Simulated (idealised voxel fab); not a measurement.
The document below concerns the process module designated voxel transistor to metal.
The width of the displayed cross-section, cut, is 205 nm; its cells are square, with a size of 5 nm.
Think of the cross-section as a grid of square cells. We describe it in bands, top to bottom, and each band covers one or more rows of those cells. What a band's entry tells you: where the top is and where the bottom is, as heights in nm, and after that what lies inside, material by material from left to right, each with its width in nm. Empty space is written as the word "blank", and a single material marked with the word "everywhere" occupies the band from edge to edge. Where do heights start? At 0: under that level the wafer as delivered is made of one material only. And the lowest band has no floor; it just carries on downward, as in "0 -> down". The expression "30..40" gives the width at the extremes of the band, the first number at its top row of cells and the second at its bottom row, with the width changing by equal amounts from each row to the next in between. The cross-section has no changed cell in any step marked "no change occurred". Any empty space of 8 cells or more lacking an open way to the top shows up in "Closed-off voids" as width x height at distance, distance from the left edge, in nm. The remark found on a step's line after its settings is issued by the simulator itself and pertains to that step. overlay nm: on a step with a mask, how far right of its planned place the mask lay; negative means left.
The planned process steps are enumerated hereunder
1. RECEIVE [material Si]
2. OXIDIZE [depth nm 5]
3. CONFORMAL_DEP [material SiN] [thk nm 15]
4. PATTERN [tone cover] [mask id ACTIVE] [material resist] [width nm 100] [thk nm 15] [overlay nm 0]
5. DIRECTIONAL_ETCH [etch materials SiN] [depth nm 15]
6. DIRECTIONAL_ETCH [etch materials SiO2] [depth nm 5]
7. DIRECTIONAL_ETCH [etch materials Si] [depth nm 30]
8. STRIP [etch materials resist]
9. OXIDIZE [depth nm 5]
10. FILL_DEP [material SiO2] [thk nm 10]
11. CMP [height nm 15]
12. SELECTIVE_ETCH [etch materials SiO2] [depth nm 5]
13. STRIP [etch materials SiN]
14. SELECTIVE_ETCH [etch materials SiO2] [depth nm 5]
15. OXIDIZE [depth nm 5]
16. DIRECTIONAL_DEP [material polySi] [thk nm 30]
17. DIRECTIONAL_DEP [material SiCN] [thk nm 15]
18. MASKED_ETCH [tone cover] [mask id GATE] [width nm 20] [etch materials SiCN] [depth nm 25] [overlay nm 0]
19. MASKED_ETCH [tone cover] [mask id GATE] [width nm 20] [etch materials polySi] [depth nm 40] [overlay nm 0]
20. CONFORMAL_DEP [material SiN] [thk nm 10]
21. DIRECTIONAL_ETCH [etch materials SiN] [depth nm 10]
22. DIRECTIONAL_ETCH [etch materials SiO2] [depth nm 5]
23. DIRECTIONAL_ETCH [etch materials Si] [depth nm 10]
24. EPI [material SiGe] [thk nm 15]
25. FILL_DEP [material SiO2] [thk nm 10]
26. CMP [height nm 40]
27. DIRECTIONAL_DEP [material SiO2] [thk nm 10]
28. PATTERN [tone open] [mask id CONTACT] [material resist] [width nm 20] [pitch nm 70] [thk nm 15] [overlay nm 0]
29. DIRECTIONAL_ETCH [etch materials SiO2] [depth nm 55]
30. STRIP [etch materials resist]
31. CONFORMAL_DEP [material TiN] [thk nm 5]
32. FILL_DEP [material W] [thk nm 10]
33. CMP [height nm 50]
34. DIRECTIONAL_DEP [material TiN] [thk nm 5]
35. DIRECTIONAL_DEP [material Ru] [thk nm 25]
36. MASKED_ETCH [tone cover] [mask id METAL_1] [width nm 20] [pitch nm 70] [etch materials Ru] [depth nm 25] [overlay nm 0]
37. MASKED_ETCH [tone cover] [mask id METAL_1] [width nm 20] [pitch nm 70] [etch materials TiN] [depth nm 5] [overlay nm 0]
38. FILL_DEP [material SiO2] [thk nm 5]
39. CMP [height nm 80]
40. CONFORMAL_DEP [material SiN] [thk nm 5]
The first of two wafers, run as planned
This is the cross-section of the wafer as we received it, i.e. after step 1
0 -> down: Si everywhere
Closed-off voids: none
Wafer section view after processing step 2
0 -> -5: SiO2 everywhere
Anything lower than -5 is untouched.
Wafer section view after processing step 3
15 -> 0: SiN everywhere
Anything lower than 0 is untouched.
Wafer section view after processing step 4
30 -> 15: blank=50; resist=100; blank=55
Anything lower than 15 is untouched.
Wafer section view after processing step 5
30 -> 15: blank=50; resist=100; blank=55
15 -> 0: blank=50; SiN=100; blank=55
Anything lower than 0 is untouched.
Wafer section view after processing step 6
30 -> 15: blank=50; resist=100; blank=55
15 -> 0: blank=50; SiN=100; blank=55
0 -> -5: blank=50; SiO2=100; blank=55
Anything lower than -5 is untouched.
Wafer section view after processing step 7
30 -> 15: blank=50; resist=100; blank=55
15 -> 0: blank=50; SiN=100; blank=55
0 -> -5: blank=50; SiO2=100; blank=55
-5 -> -35: blank=50; Si=100; blank=55
Anything lower than -35 is untouched.
Wafer section view after processing step 8
15 -> 0: blank=50; SiN=100; blank=55
Anything lower than 0 is untouched.
Wafer section view after processing step 9
15 -> 0: blank=50; SiN=100; blank=55
0 -> -5: blank=50; SiO2=100; blank=55
-5 -> -35: blank=50; SiO2=5; Si=90; SiO2=5; blank=55
-35 -> -40: SiO2=55; Si=90; SiO2=60
Anything lower than -40 is untouched.
Wafer section view after processing step 10
25 -> 15: SiO2 everywhere
15 -> 0: SiO2=50; SiN=100; SiO2=55
0 -> -5: SiO2 everywhere
-5 -> -40: SiO2=55; Si=90; SiO2=60
Anything lower than -40 is untouched.
Wafer section view after processing step 11
15 -> 0: SiO2=50; SiN=100; SiO2=55
Anything lower than 0 is untouched.
Wafer section view after processing step 12
15 -> 10: blank=50; SiN=100; blank=55
Anything lower than 10 is untouched.
Wafer section view after processing step 13
10 -> 0: SiO2=50; blank=100; SiO2=55
Anything lower than 0 is untouched.
Wafer section view after processing step 14
5 -> -5: SiO2=45; blank=110; SiO2=50
Anything lower than -5 is untouched.
Wafer section view after processing step 15
5 -> -5: SiO2=45; blank=110; SiO2=50
-5 -> -10: SiO2 everywhere
Anything lower than -10 is untouched.
Wafer section view after processing step 16
35 -> 25: polySi=45; blank=110; polySi=50
25 -> 5: polySi everywhere
5 -> -5: SiO2=45; polySi=110; SiO2=50
Anything lower than -5 is untouched.
Wafer section view after processing step 17
50 -> 40: SiCN=45; blank=110; SiCN=50
40 -> 35: SiCN everywhere
35 -> 25: polySi=45; SiCN=110; polySi=50
Anything lower than 25 is untouched.
Wafer section view after processing step 18
40 -> 35: blank=90; SiCN=20; blank=95
35 -> 25: polySi=45; blank=45; SiCN=20; blank=45; polySi=50
Anything lower than 25 is untouched.
Wafer section view after processing step 19
40 -> 25: blank=90; SiCN=20; blank=95
25 -> 5: blank=90; polySi=20; blank=95
5 -> -5: SiO2=45; blank=45; polySi=20; blank=45; SiO2=50
Anything lower than -5 is untouched.
Wafer section view after processing step 20
50 -> 40: blank=80; SiN=40; blank=85
40 -> 25: blank=80; SiN=10; SiCN=20; SiN=10; blank=85
25 -> 15: blank=80; SiN=10; polySi=20; SiN=10; blank=85
15 -> 5: SiN=55; blank=25; SiN=10; polySi=20; SiN=10; blank=25; SiN=60
5 -> -5: SiO2=45; SiN=45; polySi=20; SiN=45; SiO2=50
Anything lower than -5 is untouched.
Wafer section view after processing step 21
40 -> 25: blank=80; SiN=10; SiCN=20; SiN=10; blank=85
25 -> 5: blank=80; SiN=10; polySi=20; SiN=10; blank=85
5 -> -5: SiO2=45; SiN=10; blank=25; SiN=10; polySi=20; SiN=10; blank=25; SiN=10; SiO2=50
Anything lower than -5 is untouched.
Wafer section view after processing step 22
40 -> 25: blank=80; SiN=10; SiCN=20; SiN=10; blank=85
25 -> 5: blank=80; SiN=10; polySi=20; SiN=10; blank=85
5 -> 0: blank=45; SiN=10; blank=25; SiN=10; polySi=20; SiN=10; blank=25; SiN=10; blank=50
0 -> -5: SiO2=45; SiN=10; blank=25; SiN=10; polySi=20; SiN=10; blank=25; SiN=10; SiO2=50
-5 -> -10: SiO2=55; blank=25; SiO2=40; blank=25; SiO2=60
Anything lower than -10 is untouched.
Wafer section view after processing step 23
40 -> 25: blank=80; SiN=10; SiCN=20; SiN=10; blank=85
25 -> 5: blank=80; SiN=10; polySi=20; SiN=10; blank=85
5 -> 0: blank=45; SiN=10; blank=25; SiN=10; polySi=20; SiN=10; blank=25; SiN=10; blank=50
0 -> -5: SiO2=45; SiN=10; blank=25; SiN=10; polySi=20; SiN=10; blank=25; SiN=10; SiO2=50
-5 -> -10: SiO2=55; blank=25; SiO2=40; blank=25; SiO2=60
-10 -> -20: SiO2=55; blank=25; Si=40; blank=25; SiO2=60
Anything lower than -20 is untouched.
Wafer section view after processing step 24
40 -> 25: blank=80; SiN=10; SiCN=20; SiN=10; blank=85
25 -> 5: blank=80; SiN=10; polySi=20; SiN=10; blank=85
5 -> 0: blank=45; SiN=10; blank=10; SiGe=15; SiN=10; polySi=20; SiN=10; SiGe=15; blank=10; SiN=10; blank=50
0 -> -5: SiO2=45; SiN=10; blank=10; SiGe=15; SiN=10; polySi=20; SiN=10; SiGe=15; blank=10; SiN=10; SiO2=50
-5 -> -10: SiO2=55; SiGe=25; SiO2=40; SiGe=25; SiO2=60
-10 -> -20: SiO2=55; SiGe=25; Si=40; SiGe=25; SiO2=60
Anything lower than -20 is untouched.
Wafer section view after processing step 25
50 -> 40: SiO2 everywhere
40 -> 25: SiO2=80; SiN=10; SiCN=20; SiN=10; SiO2=85
25 -> 5: SiO2=80; SiN=10; polySi=20; SiN=10; SiO2=85
5 -> -5: SiO2=45; SiN=10; SiO2=10; SiGe=15; SiN=10; polySi=20; SiN=10; SiGe=15; SiO2=10; SiN=10; SiO2=50
Anything lower than -5 is untouched.
Wafer section view after processing step 26
40 -> 25: SiO2=80; SiN=10; SiCN=20; SiN=10; SiO2=85
Anything lower than 25 is untouched.
Wafer section view after processing step 27
50 -> 40: SiO2 everywhere
Anything lower than 40 is untouched.
Wafer section view after processing step 28
65 -> 50: resist=55; blank=20; resist=50; blank=20; resist=60
Anything lower than 50 is untouched.
Wafer section view after processing step 29
65 -> 50: resist=55; blank=20; resist=50; blank=20; resist=60
50 -> 40: SiO2=55; blank=20; SiO2=50; blank=20; SiO2=60
40 -> 25: SiO2=55; blank=20; SiO2=5; SiN=10; SiCN=20; SiN=10; SiO2=5; blank=20; SiO2=60
25 -> 5: SiO2=55; blank=20; SiO2=5; SiN=10; polySi=20; SiN=10; SiO2=5; blank=20; SiO2=60
5 -> -5: SiO2=45; SiN=10; blank=10; SiGe=15; SiN=10; polySi=20; SiN=10; SiGe=15; blank=10; SiN=10; SiO2=50
Anything lower than -5 is untouched.
Wafer section view after processing step 30
50 -> 40: SiO2=55; blank=20; SiO2=50; blank=20; SiO2=60
Anything lower than 40 is untouched.
Wafer section view after processing step 31
55 -> 50: TiN=60; blank=10; TiN=60; blank=10; TiN=65
50 -> 40: SiO2=55; TiN=5; blank=10; TiN=5; SiO2=50; TiN=5; blank=10; TiN=5; SiO2=60
40 -> 25: SiO2=55; TiN=5; blank=10; TiN=5; SiO2=5; SiN=10; SiCN=20; SiN=10; SiO2=5; TiN=5; blank=10; TiN=5; SiO2=60
25 -> 10: SiO2=55; TiN=5; blank=10; TiN=5; SiO2=5; SiN=10; polySi=20; SiN=10; SiO2=5; TiN=5; blank=10; TiN=5; SiO2=60
10 -> 5: SiO2=55; TiN=20; SiO2=5; SiN=10; polySi=20; SiN=10; SiO2=5; TiN=20; SiO2=60
5 -> -5: SiO2=45; SiN=10; TiN=10; SiGe=15; SiN=10; polySi=20; SiN=10; SiGe=15; TiN=10; SiN=10; SiO2=50
Anything lower than -5 is untouched.
Wafer section view after processing step 32
65 -> 55: W everywhere
55 -> 50: TiN=60; W=10; TiN=60; W=10; TiN=65
50 -> 40: SiO2=55; TiN=5; W=10; TiN=5; SiO2=50; TiN=5; W=10; TiN=5; SiO2=60
40 -> 25: SiO2=55; TiN=5; W=10; TiN=5; SiO2=5; SiN=10; SiCN=20; SiN=10; SiO2=5; TiN=5; W=10; TiN=5; SiO2=60
25 -> 10: SiO2=55; TiN=5; W=10; TiN=5; SiO2=5; SiN=10; polySi=20; SiN=10; SiO2=5; TiN=5; W=10; TiN=5; SiO2=60
Anything lower than 10 is untouched.
Wafer section view after processing step 33
50 -> 40: SiO2=55; TiN=5; W=10; TiN=5; SiO2=50; TiN=5; W=10; TiN=5; SiO2=60
Anything lower than 40 is untouched.
Wafer section view after processing step 34
55 -> 50: TiN everywhere
Anything lower than 50 is untouched.
Wafer section view after processing step 35
80 -> 55: Ru everywhere
Anything lower than 55 is untouched.
Wafer section view after processing step 36
80 -> 55: blank=55; Ru=20; blank=50; Ru=20; blank=60
Anything lower than 55 is untouched.
Wafer section view after processing step 37
80 -> 55: blank=55; Ru=20; blank=50; Ru=20; blank=60
55 -> 50: blank=55; TiN=20; blank=50; TiN=20; blank=60
Anything lower than 50 is untouched.
Wafer section view after processing step 38
85 -> 80: SiO2 everywhere
80 -> 55: SiO2=55; Ru=20; SiO2=50; Ru=20; SiO2=60
55 -> 50: SiO2=55; TiN=20; SiO2=50; TiN=20; SiO2=60
Anything lower than 50 is untouched.
Wafer section view after processing step 39
80 -> 55: SiO2=55; Ru=20; SiO2=50; Ru=20; SiO2=60
Anything lower than 55 is untouched.
Wafer section view after processing step 40
85 -> 80: SiN everywhere
Anything lower than 80 is untouched.
Second wafer, same starting state and plan as the first, one mistake in the run, identical through step 12
What the second wafer looks like in cross-section when step 13 should have wrapped up
15 -> 5: blank=50; SiN=100; blank=55
Anything lower than 5 is untouched.
What the second wafer looks like in cross-section when step 14 should have wrapped up
5 -> 0: SiO2=50; blank=100; SiO2=55
Anything lower than 0 is untouched.
What the second wafer looks like in cross-section when step 15 should have wrapped up: no change occurred
What the second wafer looks like in cross-section when step 16 should have wrapped up
35 -> 30: polySi=50; blank=100; polySi=55
30 -> 5: polySi everywhere
5 -> 0: SiO2=50; polySi=100; SiO2=55
Anything lower than 0 is untouched.
What the second wafer looks like in cross-section when step 17 should have wrapped up
50 -> 45: SiCN=50; blank=100; SiCN=55
45 -> 35: SiCN everywhere
35 -> 30: polySi=50; SiCN=100; polySi=55
Anything lower than 30 is untouched.
What the second wafer looks like in cross-section when step 18 should have wrapped up
45 -> 35: blank=90; SiCN=20; blank=95
35 -> 30: polySi=50; blank=40; SiCN=20; blank=40; polySi=55
Anything lower than 30 is untouched.
What the second wafer looks like in cross-section when step 19 should have wrapped up
45 -> 30: blank=90; SiCN=20; blank=95
30 -> 5: blank=90; polySi=20; blank=95
5 -> 0: SiO2=50; blank=40; polySi=20; blank=40; SiO2=55
Anything lower than 0 is untouched.
What the second wafer looks like in cross-section when step 20 should have wrapped up
55 -> 45: blank=80; SiN=40; blank=85
45 -> 30: blank=80; SiN=10; SiCN=20; SiN=10; blank=85
30 -> 15: blank=80; SiN=10; polySi=20; SiN=10; blank=85
15 -> 10: SiN=60; blank=20; SiN=10; polySi=20; SiN=10; blank=20; SiN=65
10 -> 5: SiN=90; polySi=20; SiN=95
5 -> 0: SiO2=50; SiN=40; polySi=20; SiN=40; SiO2=55
Anything lower than 0 is untouched.
What the second wafer looks like in cross-section when step 21 should have wrapped up
45 -> 30: blank=80; SiN=10; SiCN=20; SiN=10; blank=85
30 -> 5: blank=80; SiN=10; polySi=20; SiN=10; blank=85
5 -> 0: SiO2=50; SiN=10; blank=20; SiN=10; polySi=20; SiN=10; blank=20; SiN=10; SiO2=55
Anything lower than 0 is untouched.
What the second wafer looks like in cross-section when step 22 should have wrapped up
45 -> 30: blank=80; SiN=10; SiCN=20; SiN=10; blank=85
30 -> 5: blank=80; SiN=10; polySi=20; SiN=10; blank=85
5 -> 0: blank=50; SiN=10; blank=20; SiN=10; polySi=20; SiN=10; blank=20; SiN=10; blank=55
0 -> -5: SiO2=60; blank=20; SiO2=40; blank=20; SiO2=65
Anything lower than -5 is untouched.
What the second wafer looks like in cross-section when step 23 should have wrapped up
45 -> 30: blank=80; SiN=10; SiCN=20; SiN=10; blank=85
30 -> 5: blank=80; SiN=10; polySi=20; SiN=10; blank=85
5 -> 0: blank=50; SiN=10; blank=20; SiN=10; polySi=20; SiN=10; blank=20; SiN=10; blank=55
0 -> -5: SiO2=60; blank=20; SiO2=40; blank=20; SiO2=65
-5 -> -15: SiO2=55; Si=5; blank=20; Si=40; blank=20; Si=5; SiO2=60
Anything lower than -15 is untouched.
What the second wafer looks like in cross-section when step 24 should have wrapped up
45 -> 30: blank=80; SiN=10; SiCN=20; SiN=10; blank=85
30 -> 10: blank=80; SiN=10; polySi=20; SiN=10; blank=85
10 -> 5: blank=55; SiGe=25; SiN=10; polySi=20; SiN=10; SiGe=25; blank=60
5 -> 0: blank=50; SiN=10; SiGe=20; SiN=10; polySi=20; SiN=10; SiGe=20; SiN=10; blank=55
0 -> -5: SiO2=60; SiGe=20; SiO2=40; SiGe=20; SiO2=65
-5 -> -15: SiO2=55; Si=5; SiGe=20; Si=40; SiGe=20; Si=5; SiO2=60
Anything lower than -15 is untouched.
What the second wafer looks like in cross-section when step 25 should have wrapped up
55 -> 45: SiO2 everywhere
45 -> 30: SiO2=80; SiN=10; SiCN=20; SiN=10; SiO2=85
30 -> 10: SiO2=80; SiN=10; polySi=20; SiN=10; SiO2=85
10 -> 5: SiO2=55; SiGe=25; SiN=10; polySi=20; SiN=10; SiGe=25; SiO2=60
5 -> 0: SiO2=50; SiN=10; SiGe=20; SiN=10; polySi=20; SiN=10; SiGe=20; SiN=10; SiO2=55
Anything lower than 0 is untouched.
What the second wafer looks like in cross-section when step 26 should have wrapped up
40 -> 30: SiO2=80; SiN=10; SiCN=20; SiN=10; SiO2=85
Anything lower than 30 is untouched.
What the second wafer looks like in cross-section when step 27 should have wrapped up
50 -> 40: SiO2 everywhere
Anything lower than 40 is untouched.
What the second wafer looks like in cross-section when step 28 should have wrapped up
65 -> 50: resist=55; blank=20; resist=50; blank=20; resist=60
Anything lower than 50 is untouched.
What the second wafer looks like in cross-section when step 29 should have wrapped up
65 -> 50: resist=55; blank=20; resist=50; blank=20; resist=60
50 -> 40: SiO2=55; blank=20; SiO2=50; blank=20; SiO2=60
40 -> 30: SiO2=55; blank=20; SiO2=5; SiN=10; SiCN=20; SiN=10; SiO2=5; blank=20; SiO2=60
30 -> 10: SiO2=55; blank=20; SiO2=5; SiN=10; polySi=20; SiN=10; SiO2=5; blank=20; SiO2=60
Anything lower than 10 is untouched.
What the second wafer looks like in cross-section when step 30 should have wrapped up
50 -> 40: SiO2=55; blank=20; SiO2=50; blank=20; SiO2=60
Anything lower than 40 is untouched.
What the second wafer looks like in cross-section when step 31 should have wrapped up
55 -> 50: TiN=60; blank=10; TiN=60; blank=10; TiN=65
50 -> 40: SiO2=55; TiN=5; blank=10; TiN=5; SiO2=50; TiN=5; blank=10; TiN=5; SiO2=60
40 -> 30: SiO2=55; TiN=5; blank=10; TiN=5; SiO2=5; SiN=10; SiCN=20; SiN=10; SiO2=5; TiN=5; blank=10; TiN=5; SiO2=60
30 -> 15: SiO2=55; TiN=5; blank=10; TiN=5; SiO2=5; SiN=10; polySi=20; SiN=10; SiO2=5; TiN=5; blank=10; TiN=5; SiO2=60
15 -> 10: SiO2=55; TiN=20; SiO2=5; SiN=10; polySi=20; SiN=10; SiO2=5; TiN=20; SiO2=60
Anything lower than 10 is untouched.
What the second wafer looks like in cross-section when step 32 should have wrapped up
65 -> 55: W everywhere
55 -> 50: TiN=60; W=10; TiN=60; W=10; TiN=65
50 -> 40: SiO2=55; TiN=5; W=10; TiN=5; SiO2=50; TiN=5; W=10; TiN=5; SiO2=60
40 -> 30: SiO2=55; TiN=5; W=10; TiN=5; SiO2=5; SiN=10; SiCN=20; SiN=10; SiO2=5; TiN=5; W=10; TiN=5; SiO2=60
30 -> 15: SiO2=55; TiN=5; W=10; TiN=5; SiO2=5; SiN=10; polySi=20; SiN=10; SiO2=5; TiN=5; W=10; TiN=5; SiO2=60
Anything lower than 15 is untouched.
What the second wafer looks like in cross-section when step 33 should have wrapped up
50 -> 40: SiO2=55; TiN=5; W=10; TiN=5; SiO2=50; TiN=5; W=10; TiN=5; SiO2=60
Anything lower than 40 is untouched.
What the second wafer looks like in cross-section when step 34 should have wrapped up
55 -> 50: TiN everywhere
Anything lower than 50 is untouched.
What the second wafer looks like in cross-section when step 35 should have wrapped up
80 -> 55: Ru everywhere
Anything lower than 55 is untouched.
What the second wafer looks like in cross-section when step 36 should have wrapped up
80 -> 55: blank=55; Ru=20; blank=50; Ru=20; blank=60
Anything lower than 55 is untouched.
What the second wafer looks like in cross-section when step 37 should have wrapped up
80 -> 55: blank=55; Ru=20; blank=50; Ru=20; blank=60
55 -> 50: blank=55; TiN=20; blank=50; TiN=20; blank=60
Anything lower than 50 is untouched.
What the second wafer looks like in cross-section when step 38 should have wrapped up
85 -> 80: SiO2 everywhere
80 -> 55: SiO2=55; Ru=20; SiO2=50; Ru=20; SiO2=60
55 -> 50: SiO2=55; TiN=20; SiO2=50; TiN=20; SiO2=60
Anything lower than 50 is untouched.
What the second wafer looks like in cross-section when step 39 should have wrapped up
80 -> 55: SiO2=55; Ru=20; SiO2=50; Ru=20; SiO2=60
Anything lower than 55 is untouched.
What the second wafer looks like in cross-section when step 40 should have wrapped up
85 -> 80: SiN everywhere
Anything lower than 80 is untouched.
Want to know what went wrong? the executed order of steps 13 and 14 is the reverse of that specified in the plan, each step having taken the other's position
Wafer comparison, final, in cells, second relative to first, materials more or fewer: Si: 22 more | SiCN: 4 fewer | SiN: 8 fewer | SiO2: 6 more | TiN: 12 fewer | W: 4 fewer
